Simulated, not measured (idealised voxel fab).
Process module heading - voxel trench capacitor
Cross-sectional view cut (width: 225 nm; square cell size: 5 nm).
A cross-section in this document is a grid of square cells, and it is written down as bands, the top band listed before the ones below it; a band is made up of one or more rows of cells.
A band entry consists of two parts. The first gives the height of the band's top and the height of its bottom, in nm. The rest lists the band's materials from left to right, each with its width in nm. A single material labelled with the word "full width" fills the band from edge to edge, and the word "air" marks empty space.
Zero point of the height axis is 0; under it, received wafer = one material. Lowest band: continues down indefinitely, "0 nm and below".
Graded width ("30 to 40"): value in top row of band = first number; value in bottom row = second number; row-to-row change constant.
You'll sometimes find "no alteration" written for a step, and that's the way of saying that nowhere in the cross-section did a cell change during that step.
Under "Trapped void list" you'll find the enclosed gaps, the ones with no way out to the top, that are 8 cells or bigger; each reads width x height at distance, with distance counted from the left edge, everything in nm.
Text after the settings on a step's line: the simulator's own remark on that step.
The "overlay nm" setting may appear on a step's line; for a step that uses a mask, it gives how far to the right of its planned position the mask lay, and a negative value indicates the left.
[Below is the list of planned process steps]
1 op RECEIVE | material Si
2 op CONFORMAL_DEP | material SiN | thk nm 5
3 op MASKED_ETCH | tone open | mask id TRENCH | width nm 25 | pitch nm 50 | etch materials SiN | depth nm 5 | overlay nm 0
4 op MASKED_ETCH | tone open | mask id TRENCH | width nm 25 | pitch nm 50 | etch materials Si | depth nm 40 | overlay nm 0
5 op CONFORMAL_DEP | material HfO2 | thk nm 5
6 op CONFORMAL_DEP | material TiN | thk nm 5
7 op FILL_DEP | material W | thk nm 5
8 op CMP | height nm 5
[Wafer at receipt (post step 1), cross-section]
- 0 nm and below | Si full width
- Trapped void list: none
[Wafer cross-section at end of module: start and plan as shown above, one execution error]
- 5 nm to 0 nm | 30 nm SiN / 5 nm HfO2 / 10 nm TiN / 5 nm HfO2 / 30 nm SiN / 5 nm HfO2 / 10 nm TiN / 5 nm HfO2 / 30 nm SiN / 5 nm HfO2 / 10 nm TiN / 5 nm HfO2 / 30 nm SiN / 5 nm HfO2 / 10 nm TiN / 5 nm HfO2 / 25 nm SiN
- 0 nm to -35 nm | 30 nm Si / 5 nm HfO2 / 10 nm TiN / 5 nm HfO2 / 30 nm Si / 5 nm HfO2 / 10 nm TiN / 5 nm HfO2 / 30 nm Si / 5 nm HfO2 / 10 nm TiN / 5 nm HfO2 / 30 nm Si / 5 nm HfO2 / 10 nm TiN / 5 nm HfO2 / 25 nm Si
- -35 nm to -40 nm | 30 nm Si / 20 nm HfO2 / 30 nm Si / 20 nm HfO2 / 30 nm Si / 20 nm HfO2 / 30 nm Si / 20 nm HfO2 / 25 nm Si
- -40 nm and below | Si full width
- Trapped void list: none
What broke from the plan during processing? step 3 was processed under conditions differing from the plan, specifically as op MASKED_ETCH | tone open | mask id TRENCH | width nm 20 | pitch nm 50 | etch materials SiN | depth nm 5 | overlay nm 0
